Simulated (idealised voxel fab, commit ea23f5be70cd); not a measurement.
process module | voxel transistor to metal
The figure presents cross-section cut, which has a width of 215 nm and is divided into square cells with an edge length of 5 nm.
Throughout this document, each cross-section is represented as a grid of square cells and is presented as a sequence of bands enumerated from the top downward, where a band comprises one or more rows of cells.
First you get the band's top height and its bottom height, in nm, and then the materials it's made of, left to right, with each width in nm. If you see a single material with "full width", that one covers the band edge to edge. "blank" is empty space.
Ref level 0: as-received wafer is one material below here. Bottom band extends down with no lower bound ("z 0 and below").
The expression "30..40" gives the width at the extremes of the band, the first number at its top row of cells and the second at its bottom row, with the width changing by equal amounts from each row to the next in between.
Key: "all unchanged" - step with no changed cell in the cross-section.
Closed empty spaces (no open way to the top) of 8 cells or more are what "Closed void entries" lists, each as width x height at distance from the left edge, nm for all three.
Heads up: the bit after the settings on a step's line is the simulator's remark on that step.
overlay nm: how far to the right of its planned place the mask lay on this masked step (negative: to the left).
-- Set out below are the planned steps of the process
| 1 | RECEIVE,material Si |
| 2 | OXIDIZE,depth nm 5 |
| 3 | CONFORMAL_DEP,material SiN,thk nm 15 |
| 4 | MASKED_ETCH,tone cover,mask id ACTIVE,width nm 105,etch materials SiN,depth nm 15,overlay nm 0 |
| 5 | MASKED_ETCH,tone cover,mask id ACTIVE,width nm 105,etch materials SiO2,depth nm 5,overlay nm 0 |
| 6 | MASKED_ETCH,tone cover,mask id ACTIVE,width nm 105,etch materials Si,depth nm 25,overlay nm 0 |
| 7 | OXIDIZE,depth nm 5 |
| 8 | FILL_DEP,material SiO2,thk nm 15 |
| 9 | CMP,height nm 15 |
| 10 | SELECTIVE_ETCH,etch materials SiO2,depth nm 10 |
| 11 | STRIP,etch materials SiN |
| 12 | SELECTIVE_ETCH,etch materials SiO2,depth nm 5 |
| 13 | OXIDIZE,depth nm 5 |
| 14 | DIRECTIONAL_DEP,material polySi,thk nm 25 |
| 15 | DIRECTIONAL_DEP,material SiCN,thk nm 10 |
| 16 | PATTERN,tone cover,mask id GATE,material resist,width nm 15,thk nm 15,overlay nm 0 |
| 17 | DIRECTIONAL_ETCH,etch materials SiCN,depth nm 20 |
| 18 | DIRECTIONAL_ETCH,etch materials polySi,depth nm 35 |
| 19 | STRIP,etch materials resist |
| 20 | CONFORMAL_DEP,material SiO2,thk nm 5 |
| 21 | DIRECTIONAL_ETCH,etch materials SiO2,depth nm 5 |
| 22 | CONFORMAL_DEP,material SiN,thk nm 10 |
| 23 | DIRECTIONAL_ETCH,etch materials SiN,depth nm 10 |
| 24 | DIRECTIONAL_ETCH,etch materials SiO2,depth nm 5 |
| 25 | DIRECTIONAL_ETCH,etch materials Si,depth nm 5 |
| 26 | EPI,material nSi,thk nm 10 |
| 27 | FILL_DEP,material SiO2,thk nm 10 |
| 28 | CMP,height nm 30 |
| 29 | DIRECTIONAL_DEP,material SiO2,thk nm 10 |
| 30 | MASKED_ETCH,tone open,mask id CONTACT,width nm 20,pitch nm 75,etch materials SiO2,depth nm 40,overlay nm 0 |
| 31 | CONFORMAL_DEP,material TiN,thk nm 5 |
| 32 | FILL_DEP,material W,thk nm 10 |
| 33 | CMP,height nm 40 |
| 34 | DIRECTIONAL_DEP,material TiN,thk nm 5 |
| 35 | DIRECTIONAL_DEP,material W,thk nm 15 |
| 36 | MASKED_ETCH,tone cover,mask id METAL_1,width nm 20,pitch nm 75,etch materials W,depth nm 15,overlay nm 0 |
| 37 | MASKED_ETCH,tone cover,mask id METAL_1,width nm 20,pitch nm 75,etch materials TiN,depth nm 5,overlay nm 0 |
| 38 | CONFORMAL_DEP,material SiN,thk nm 5 |
| 39 | FILL_DEP,material lowk,thk nm 10 |
| 40 | CMP,height nm 60 |
| 41 | CONFORMAL_DEP,material SiCN,thk nm 5 |
| 42 | DIRECTIONAL_DEP,material SiO2,thk nm 35 |
| 43 | PATTERN,tone open,mask id METAL_2_HOLES,material resist,width nm 15,pitch nm 75,thk nm 20,overlay nm 0 |
| 44 | DIRECTIONAL_ETCH,etch materials SiO2,depth nm 35 |
| 45 | STRIP,etch materials resist |
| 46 | DIRECTIONAL_DEP,material aC,thk nm 15 |
| 47 | PATTERN,tone open,mask id METAL_2,material resist,width nm 20,pitch nm 75,thk nm 30,overlay nm 0 |
| 48 | DIRECTIONAL_ETCH,etch materials aC,depth nm 15 |
| 49 | STRIP,etch materials resist |
| 50 | DIRECTIONAL_ETCH,etch materials SiO2,depth nm 20 |
| 51 | DIRECTIONAL_ETCH,etch materials SiCN,depth nm 5 |
| 52 | STRIP,etch materials aC |
| 53 | CONFORMAL_DEP,material TiN,thk nm 5 |
| 54 | FILL_DEP,material Ru,thk nm 10 |
| 55 | CMP,height nm 100 |
| 56 | CONFORMAL_DEP,material SiN,thk nm 5 |
-- as received, after step 1
z 0 and below = Si full width
Closed void entries: none
-- As-planned run: cross-section of the first of two wafers at end of module
z 105 to 100 = SiN full width
z 100 to 85 = SiO2 60 | TiN 5 | Ru 10 | TiN 5 | SiO2 55 | TiN 5 | Ru 10 | TiN 5 | SiO2 60
z 85 to 80 = SiO2 60 | TiN 5 | Ru 5 | TiN 10 | SiO2 55 | TiN 5 | Ru 5 | TiN 10 | SiO2 60
z 80 to 65 = SiO2 60 | TiN 5 | Ru 5 | TiN 5 | SiO2 60 | TiN 5 | Ru 5 | TiN 5 | SiO2 65
z 65 to 60 = SiCN 60 | TiN 15 | SiCN 60 | TiN 15 | SiCN 65
z 60 to 45 = lowk 55 | SiN 5 | W 20 | SiN 5 | lowk 45 | SiN 5 | W 20 | SiN 5 | lowk 55
z 45 to 40 = SiN 60 | TiN 20 | SiN 55 | TiN 20 | SiN 60
z 40 to 30 = SiO2 60 | TiN 5 | W 10 | TiN 5 | SiO2 55 | TiN 5 | W 10 | TiN 5 | SiO2 60
z 30 to 20 = SiO2 60 | TiN 5 | W 10 | TiN 5 | SiO2 5 | SiN 10 | SiO2 5 | SiCN 15 | SiO2 5 | SiN 10 | SiO2 5 | TiN 5 | W 10 | TiN 5 | SiO2 60
z 20 to 5 = SiO2 60 | TiN 5 | W 10 | TiN 5 | SiO2 5 | SiN 10 | SiO2 5 | polySi 15 | SiO2 5 | SiN 10 | SiO2 5 | TiN 5 | W 10 | TiN 5 | SiO2 60
z 5 to 0 = SiO2 60 | TiN 20 | SiO2 5 | SiN 10 | SiO2 5 | polySi 15 | SiO2 5 | SiN 10 | SiO2 5 | TiN 20 | SiO2 60
z 0 to -5 = SiO2 55 | SiN 10 | nSi 20 | SiN 10 | SiO2 5 | polySi 15 | SiO2 5 | SiN 10 | nSi 20 | SiN 10 | SiO2 55
z -5 to -10 = SiO2 65 | nSi 20 | SiO2 45 | nSi 20 | SiO2 65
z -10 to -15 = SiO2 60 | Si 5 | nSi 20 | Si 45 | nSi 20 | Si 5 | SiO2 60
z -15 to -35 = SiO2 60 | Si 95 | SiO2 60
z -35 and below = Si full width
Closed void entries: none
-- Cross-section, second wafer: same start as the first, same plan as the first, one mistake in running it; taken at the end of the module
z 105 to 100 = SiN full width
z 100 to 85 = SiO2 60 | TiN 5 | Ru 10 | TiN 5 | SiO2 55 | TiN 5 | Ru 10 | TiN 5 | SiO2 60
z 85 to 80 = SiO2 60 | TiN 5 | Ru 5 | TiN 10 | SiO2 55 | TiN 5 | Ru 5 | TiN 10 | SiO2 60
z 80 to 65 = SiO2 60 | TiN 5 | Ru 5 | TiN 5 | SiO2 60 | TiN 5 | Ru 5 | TiN 5 | SiO2 65
z 65 to 60 = SiCN 60 | TiN 15 | SiCN 60 | TiN 15 | SiCN 65
z 60 to 45 = lowk 55 | SiN 5 | W 20 | SiN 5 | lowk 45 | SiN 5 | W 20 | SiN 5 | lowk 55
z 45 to 40 = SiN 60 | TiN 20 | SiN 55 | TiN 20 | SiN 60
z 40 to 30 = SiO2 60 | TiN 5 | W 10 | TiN 5 | SiO2 55 | TiN 5 | W 10 | TiN 5 | SiO2 60
z 30 to 20 = SiO2 60 | TiN 5 | W 10 | TiN 5 | SiO2 5 | SiN 10 | SiO2 5 | SiCN 15 | SiO2 5 | SiN 10 | SiO2 5 | TiN 5 | W 10 | TiN 5 | SiO2 60
z 20 to 5 = SiO2 60 | TiN 5 | W 10 | TiN 5 | SiO2 5 | SiN 10 | SiO2 5 | polySi 15 | SiO2 5 | SiN 10 | SiO2 5 | TiN 5 | W 10 | TiN 5 | SiO2 60
z 5 to 0 = SiO2 60 | TiN 20 | SiO2 5 | SiN 10 | SiO2 5 | polySi 15 | SiO2 5 | SiN 10 | SiO2 5 | TiN 20 | SiO2 60
z 0 to -5 = SiO2 55 | SiN 10 | nSi 20 | SiN 10 | SiO2 5 | polySi 15 | SiO2 5 | SiN 10 | nSi 20 | SiN 10 | SiO2 55
z -5 to -10 = SiO2 65 | nSi 20 | SiO2 45 | nSi 20 | SiO2 65
z -10 to -15 = SiO2 60 | Si 5 | nSi 20 | Si 45 | nSi 20 | Si 5 | SiO2 60
z -15 to -60 = SiO2 60 | Si 95 | SiO2 60
z -60 and below = Si full width
Closed void entries: none
Short version of what went wrong: step 6 was run twice
Counted in cells at the end, the second wafer holds more or fewer of these materials than the first: -120 Si | +120 SiO2
